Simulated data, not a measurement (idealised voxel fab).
Title: Process Module voxel plated lines
The cross-section on display is named cut; it measures 300 nm wide, and its cells are 5 nm squares.
A cross-section is written here as square cells arranged in a grid, and it is given in bands from the top down, each band taking up one or more rows of cells.
Read a band's entry like this: the first values are the height of its top and the height of its bottom in nm, and what follows is the sequence of materials from left to right, each with its width in nm. Note that "blank" is empty space, and that a single material marked "edge to edge" reaches across the band from edge to edge.
For the purposes of this specification, 0 denotes the height below which the wafer in its as-received condition is composed wholly of one material, and the lowermost band, lacking a lower limit, extends downward without end, as expressed in "0 nm and below".
The two numbers in a width such as "30 to 40" mark its ends across the band: the first belongs to the top row of cells, the second to the bottom row, and from each row to the next the width moves by the same amount.
Where a step carries "no alteration", the cross-section came out of it unchanged, cell for cell.
What "Closed cavity list" gives you is every empty space of 8 cells or more that is cut off from the top. Each appears as width x height at distance, with the distance taken from the left edge and width, height and distance all in nm.
Note: text after step settings on the step line = simulator remark on that step.
overlay nm: right-of-plan distance of the mask on a masked step; negative values mean left-of-plan.
-- Intended process steps
1) RECEIVE, material Si
2) CONFORMAL_DEP, material Al2O3, thk nm 5
3) DIRECTIONAL_DEP, material TiN, thk nm 5
4) PATTERN, tone open, mask id LINES, material resist, width nm 20, pitch nm 35, thk nm 25, overlay nm 0
5) EPI, material Ru, thk nm 10
6) EPI, material Ru, thk nm 10
7) STRIP, etch materials resist
8) DIRECTIONAL_ETCH, etch materials TiN, depth nm 5
9) CONFORMAL_DEP, material SiN, thk nm 5
-- First of two wafers, with the run carried out as planned
-- Cross-section of the wafer upon arrival, representing the state reached after step 1
  0 nm and below = Si edge to edge
  Closed cavity list: none
-- After step 2: wafer cross-section
  5 nm to 0 nm = Al2O3 edge to edge
  At heights below 0, the structure remains unaltered.
-- After step 3: wafer cross-section
  10 nm to 5 nm = TiN edge to edge
  At heights below 5, the structure remains unaltered.
-- After step 4: wafer cross-section
  35 nm to 10 nm = resist (85) | blank (20) | resist (15) | blank (20) | resist (15) | blank (20) | resist (15) | blank (20) | resist (90)
  At heights below 10, the structure remains unaltered.
-- After step 5: wafer cross-section
  35 nm to 20 nm = resist (85) | blank (20) | resist (15) | blank (20) | resist (15) | blank (20) | resist (15) | blank (20) | resist (90)
  20 nm to 10 nm = resist (85) | Ru (20) | resist (15) | Ru (20) | resist (15) | Ru (20) | resist (15) | Ru (20) | resist (90)
  At heights below 10, the structure remains unaltered.
-- After step 6: wafer cross-section
  35 nm to 30 nm = resist (85) | blank (20) | resist (15) | blank (20) | resist (15) | blank (20) | resist (15) | blank (20) | resist (90)
  30 nm to 10 nm = resist (85) | Ru (20) | resist (15) | Ru (20) | resist (15) | Ru (20) | resist (15) | Ru (20) | resist (90)
  At heights below 10, the structure remains unaltered.
-- After step 7: wafer cross-section
  30 nm to 10 nm = blank (85) | Ru (20) | blank (15) | Ru (20) | blank (15) | Ru (20) | blank (15) | Ru (20) | blank (90)
  At heights below 10, the structure remains unaltered.
-- After step 8: wafer cross-section
  30 nm to 10 nm = blank (85) | Ru (20) | blank (15) | Ru (20) | blank (15) | Ru (20) | blank (15) | Ru (20) | blank (90)
  10 nm to 5 nm = blank (85) | TiN (20) | blank (15) | TiN (20) | blank (15) | TiN (20) | blank (15) | TiN (20) | blank (90)
  At heights below 5, the structure remains unaltered.
-- After step 9: wafer cross-section
  35 nm to 30 nm = blank (80) | SiN (30) | blank (5) | SiN (30) | blank (5) | SiN (30) | blank (5) | SiN (30) | blank (85)
  30 nm to 10 nm = blank (80) | SiN (5) | Ru (20) | SiN (5) | blank (5) | SiN (5) | Ru (20) | SiN (5) | blank (5) | SiN (5) | Ru (20) | SiN (5) | blank (5) | SiN (5) | Ru (20) | SiN (5) | blank (85)
  10 nm to 5 nm = SiN (85) | TiN (20) | SiN (15) | TiN (20) | SiN (15) | TiN (20) | SiN (15) | TiN (20) | SiN (90)
  At heights below 5, the structure remains unaltered.
-- Wafer two: like wafer one in start and plan, but with one mistake in execution; identical up to and including step 3
-- Second wafer: cross-section at the scheduled end of step 4
  35 nm to 10 nm = blank (85) | resist (20) | blank (15) | resist (20) | blank (15) | resist (20) | blank (15) | resist (20) | blank (90)
  At heights below 10, the structure remains unaltered.
-- Second wafer: cross-section at the scheduled end of step 5
  35 nm to 20 nm = blank (85) | resist (20) | blank (15) | resist (20) | blank (15) | resist (20) | blank (15) | resist (20) | blank (90)
  20 nm to 10 nm = Ru (85) | resist (20) | Ru (15) | resist (20) | Ru (15) | resist (20) | Ru (15) | resist (20) | Ru (90)
  At heights below 10, the structure remains unaltered.
-- Second wafer: cross-section at the scheduled end of step 6
  35 nm to 30 nm = blank (85) | resist (20) | blank (15) | resist (20) | blank (15) | resist (20) | blank (15) | resist (20) | blank (90)
  30 nm to 10 nm = Ru (85) | resist (20) | Ru (15) | resist (20) | Ru (15) | resist (20) | Ru (15) | resist (20) | Ru (90)
  At heights below 10, the structure remains unaltered.
-- Second wafer: cross-section at the scheduled end of step 7
  30 nm to 10 nm = Ru (85) | blank (20) | Ru (15) | blank (20) | Ru (15) | blank (20) | Ru (15) | blank (20) | Ru (90)
  At heights below 10, the structure remains unaltered.
-- Second wafer: cross-section at the scheduled end of step 8
  30 nm to 10 nm = Ru (85) | blank (20) | Ru (15) | blank (20) | Ru (15) | blank (20) | Ru (15) | blank (20) | Ru (90)
  10 nm to 5 nm = TiN (85) | blank (20) | TiN (15) | blank (20) | TiN (15) | blank (20) | TiN (15) | blank (20) | TiN (90)
  At heights below 5, the structure remains unaltered.
-- Second wafer: cross-section at the scheduled end of step 9
  35 nm to 30 nm = SiN (90) | blank (10) | SiN (25) | blank (10) | SiN (25) | blank (10) | SiN (25) | blank (10) | SiN (95)
  30 nm to 10 nm = Ru (85) | SiN (5) | blank (10) | SiN (5) | Ru (15) | SiN (5) | blank (10) | SiN (5) | Ru (15) | SiN (5) | blank (10) | SiN (5) | Ru (15) | SiN (5) | blank (10) | SiN (5) | Ru (90)
  10 nm to 5 nm = TiN (85) | SiN (20) | TiN (15) | SiN (20) | TiN (15) | SiN (20) | TiN (15) | SiN (20) | TiN (90)
  At heights below 5, the structure remains unaltered.
The plan and the run diverged here: it should be noted that step 4 was executed with settings other than those planned, the operation and settings actually applied being PATTERN, tone cover, mask id LINES, material resist, width nm 20, pitch nm 35, thk nm 25, overlay nm 0
Materials where the second wafer ends with more or fewer cells than the first: Ru: 112 more, TiN: 28 more
